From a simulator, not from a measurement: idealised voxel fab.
The document below concerns the process module designated voxel transistor to metal.
Square cells of 5 nm make up the cross-section cut, whose width is 185 nm.
Cross-sections here: square-cell grids, written as top-down lists of bands, a band being one or more rows of cells.
The band entry comprises the height of the band's top followed by the height of its bottom, expressed in nm, and subsequently the band's materials from left to right, each stated together with its width in nm. Where a single material is marked with the word "full width", that material fills the band from edge to edge. The word "blank" represents empty space.
Height reference: 0 = level under which incoming wafer is all one material. Lowest band: no bottom, runs on downward, e.g. "0..down".
The expression "30 to 40" gives the width at the extremes of the band, the first number at its top row of cells and the second at its bottom row, with the width changing by equal amounts from each row to the next in between.
"nothing altered" means the step left every cell of the cross-section as it was.
Any empty space of 8 cells or more lacking an open way to the top shows up in "Enclosed void catalog" as width x height at distance, distance from the left edge, in nm.
Note: text after step settings on the step line = simulator remark on that step.
A step line may carry the setting "overlay nm", which, for steps involving a mask, states the distance by which the mask lay to the right of its intended position; negative values denote displacement to the left.
Process steps - plan
1: RECEIVE with material Si
2: OXIDIZE with depth nm 5
3: CONFORMAL_DEP with material SiN, thk nm 15
4: DIRECTIONAL_DEP with material aC, thk nm 10
5: PATTERN with tone cover, mask id ACTIVE, material resist, width nm 105, thk nm 30, overlay nm 0
6: DIRECTIONAL_ETCH with etch materials aC, depth nm 10
7: STRIP with etch materials resist
8: DIRECTIONAL_ETCH with etch materials SiN, depth nm 15
9: DIRECTIONAL_ETCH with etch materials SiO2, depth nm 5
10: DIRECTIONAL_ETCH with etch materials Si, depth nm 35
11: STRIP with etch materials aC
12: FILL_DEP with material SiO2, thk nm 10
13: CMP with height nm 15
14: SELECTIVE_ETCH with etch materials SiO2, depth nm 10
15: STRIP with etch materials SiN
16: SELECTIVE_ETCH with etch materials SiO2, depth nm 5
17: OXIDIZE with depth nm 5
18: DIRECTIONAL_DEP with material polySi, thk nm 20
19: DIRECTIONAL_DEP with material SiCN, thk nm 10
20: MASKED_ETCH with tone cover, mask id GATE, width nm 25, etch materials SiCN, depth nm 20, overlay nm 0
21: MASKED_ETCH with tone cover, mask id GATE, width nm 25, etch materials polySi, depth nm 30, overlay nm 0
22: CONFORMAL_DEP with material SiN, thk nm 5
23: DIRECTIONAL_ETCH with etch materials SiN, depth nm 5
24: DIRECTIONAL_ETCH with etch materials SiO2, depth nm 5
25: DIRECTIONAL_ETCH with etch materials Si, depth nm 10
26: EPI with material pSi, thk nm 10
27: FILL_DEP with material SiO2, thk nm 10
28: CMP with height nm 25
29: DIRECTIONAL_DEP with material SiO2, thk nm 10
30: PATTERN with tone open, mask id CONTACT, material resist, width nm 30, pitch nm 65, thk nm 15, overlay nm 0
31: DIRECTIONAL_ETCH with etch materials SiO2, depth nm 45
32: STRIP with etch materials resist
33: CONFORMAL_DEP with material TiN, thk nm 5
34: FILL_DEP with material Ru, thk nm 10
35: CMP with height nm 35
36: DIRECTIONAL_DEP with material TiN, thk nm 5
37: DIRECTIONAL_DEP with material W, thk nm 20
38: DIRECTIONAL_DEP with material aC, thk nm 15
39: PATTERN with tone cover, mask id METAL_1, material resist, width nm 15, pitch nm 80, thk nm 35, overlay nm 0
40: DIRECTIONAL_ETCH with etch materials aC, depth nm 15
41: STRIP with etch materials resist
42: DIRECTIONAL_ETCH with etch materials W, depth nm 20
43: DIRECTIONAL_ETCH with etch materials TiN, depth nm 5
44: STRIP with etch materials aC
45: FILL_DEP with material SiO2, thk nm 10
46: CMP with height nm 60
47: CONFORMAL_DEP with material SiCN, thk nm 5
48: DIRECTIONAL_DEP with material lowk, thk nm 30
49: DIRECTIONAL_DEP with material aC, thk nm 10
50: PATTERN with tone open, mask id METAL_2, material resist, width nm 15, pitch nm 80, thk nm 25, overlay nm 0
51: DIRECTIONAL_ETCH with etch materials aC, depth nm 10
52: STRIP with etch materials resist
53: DIRECTIONAL_ETCH with etch materials lowk, depth nm 15
54: STRIP with etch materials aC
55: DIRECTIONAL_DEP with material aC, thk nm 10
56: PATTERN with tone open, mask id METAL_2_HOLES, material resist, width nm 15, pitch nm 80, thk nm 25, overlay nm 0
57: DIRECTIONAL_ETCH with etch materials aC, depth nm 10
58: STRIP with etch materials resist
59: DIRECTIONAL_ETCH with etch materials lowk, depth nm 15
60: DIRECTIONAL_ETCH with etch materials SiCN, depth nm 5
61: STRIP with etch materials aC
62: CONFORMAL_DEP with material TiN, thk nm 5
63: FILL_DEP with material Cu, thk nm 10
64: CMP with height nm 95
65: CONFORMAL_DEP with material SiCN, thk nm 5
Wafer as received: cross-section following step 1
  0..down  Si full width
  Enclosed void catalog: none
What the wafer looks like in cross-section after this module, when it starts as shown above and follows the plan above but one mistake is made in running it
  115..110  SiCN full width
  110..100  Cu full width
  100..95  50 nm TiN, then 5 nm Cu, then 75 nm TiN, then 5 nm Cu, then 50 nm TiN
  95..65  45 nm lowk, then 5 nm TiN, then 5 nm Cu, then 5 nm TiN, then 65 nm lowk, then 5 nm TiN, then 5 nm Cu, then 5 nm TiN, then 45 nm lowk
  65..60  45 nm SiCN, then 15 nm TiN, then 65 nm SiCN, then 15 nm TiN, then 45 nm SiCN
  60..40  45 nm SiO2, then 15 nm W, then 65 nm SiO2, then 15 nm W, then 45 nm SiO2
  40..35  45 nm SiO2, then 15 nm TiN, then 65 nm SiO2, then 15 nm TiN, then 45 nm SiO2
  35..25  45 nm SiO2, then 5 nm TiN, then 20 nm Ru, then 5 nm TiN, then 35 nm SiO2, then 5 nm TiN, then 20 nm Ru, then 5 nm TiN, then 45 nm SiO2
  25..15  45 nm SiO2, then 5 nm TiN, then 20 nm Ru, then 5 nm TiN, then 5 nm SiN, then 25 nm SiCN, then 5 nm SiN, then 5 nm TiN, then 20 nm Ru, then 5 nm TiN, then 45 nm SiO2
  15..5  45 nm SiO2, then 5 nm TiN, then 20 nm Ru, then 5 nm TiN, then 5 nm SiN, then 25 nm polySi, then 5 nm SiN, then 5 nm TiN, then 20 nm Ru, then 5 nm TiN, then 45 nm SiO2
  5..0  45 nm SiO2, then 5 nm TiN, then 10 nm Ru, then 15 nm TiN, then 5 nm SiN, then 25 nm polySi, then 5 nm SiN, then 15 nm TiN, then 10 nm Ru, then 5 nm TiN, then 45 nm SiO2
  0..-5  35 nm SiO2, then 5 nm SiN, then 5 nm SiO2, then 5 nm TiN, then 10 nm Ru, then 5 nm TiN, then 10 nm pSi, then 5 nm SiN, then 25 nm polySi, then 5 nm SiN, then 10 nm pSi, then 5 nm TiN, then 10 nm Ru, then 5 nm TiN, then 5 nm SiO2, then 5 nm SiN, then 35 nm SiO2
  -5..-10  45 nm SiO2, then 20 nm TiN, then 10 nm pSi, then 35 nm SiO2, then 10 nm pSi, then 20 nm TiN, then 45 nm SiO2
  -10..-20  40 nm SiO2, then 35 nm pSi, then 35 nm Si, then 35 nm pSi, then 40 nm SiO2
  -20..-40  40 nm SiO2, then 105 nm Si, then 40 nm SiO2
  -40..down  Si full width
  Enclosed void catalog: none
Want to know what went wrong? plan step 64 never ran because it was skipped
